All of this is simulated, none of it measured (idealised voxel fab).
You're looking at the process module voxel released beams.
Each square cell in cross-section cut measures 5 nm, and the section as a whole is 160 nm wide.
Cross-section format: a grid of square cells, given as bands from top to bottom; each band is one or more rows of cells. Quick guide to a band line: top height, bottom height (nm) up front; then every material left to right with its width in nm. Only one material and it's marked "throughout"? Then it fills the band edge to edge. And "blank" just means empty space. Beneath 0, the wafer as received is one material, and that level is where height counting begins. The lowest band goes on downward without a bottom; it is written like "0 down". Per-row width for "30..40": begins at first number (top row of band), ends at second number (bottom row), increment between rows held constant. Given "nothing changed" for a step, no cell of the cross-section differs between before and after that step. Voids, sealed: empty space of 8 cells or more with no open way to the top, each as width x height at its distance from the left edge, in nm. The remark found on a step's line after its settings is issued by the simulator itself and pertains to that step. The line of a step may include "overlay nm". On a step with a mask, this value is how far to the right of its planned place the mask lay. A negative value means the mask lay to the left.
SET OUT BELOW ARE THE PLANNED STEPS OF THE PROCESS
1 RECEIVE [material Si]
2 CONFORMAL_DEP [material SiN] [thk nm 10]
3 DIRECTIONAL_DEP [material SiO2] [thk nm 15]
4 PATTERN [tone open] [mask id ANCHOR] [material resist] [width nm 40] [thk nm 20] [overlay nm 0]
5 DIRECTIONAL_ETCH [etch materials SiO2] [depth nm 15]
6 STRIP [etch materials resist]
7 CONFORMAL_DEP [material TiN] [thk nm 15]
8 PATTERN [tone cover] [mask id BEAM] [material resist] [width nm 90] [thk nm 15] [overlay nm 0]
9 DIRECTIONAL_ETCH [etch materials TiN] [depth nm 15]
10 STRIP [etch materials resist]
11 STRIP [etch materials SiO2]
CROSS-SECTIONAL VIEW OF THE WAFER IN ITS AS-RECEIVED CONDITION, CORRESPONDING TO THE STATE AFTER STEP 1
    0 down  Si throughout
    Voids, sealed: none
FIRST WAFER OF TWO, SECTIONED AT END OF MODULE; RUN WENT PER PLAN
    40 to 25  30 nm blank | 20 nm TiN | 10 nm blank | 60 nm TiN | 40 nm blank
    25 to 10  35 nm blank | 40 nm TiN | 85 nm blank
    10 to 0  SiN throughout
    0 down  Si throughout
    Voids, sealed: none
CROSS-SECTION, WAFER TWO OF TWO, END OF MODULE: SAME START AND PLAN AS WAFER ONE, ONE ERROR IN EXECUTION
    40 to 25  35 nm blank | 15 nm TiN | 10 nm blank | 65 nm TiN | 35 nm blank
    25 to 10  35 nm blank | 40 nm TiN | 85 nm blank
    10 to 0  SiN throughout
    0 down  Si throughout
    Voids, sealed: none
Deviation from plan: step 8 deviated from plan and actually ran as PATTERN [tone cover] [mask id BEAM] [material resist] [width nm 90] [thk nm 15] [overlay nm 5]
End check, second vs first wafer: material counts in cells match, positions do not.
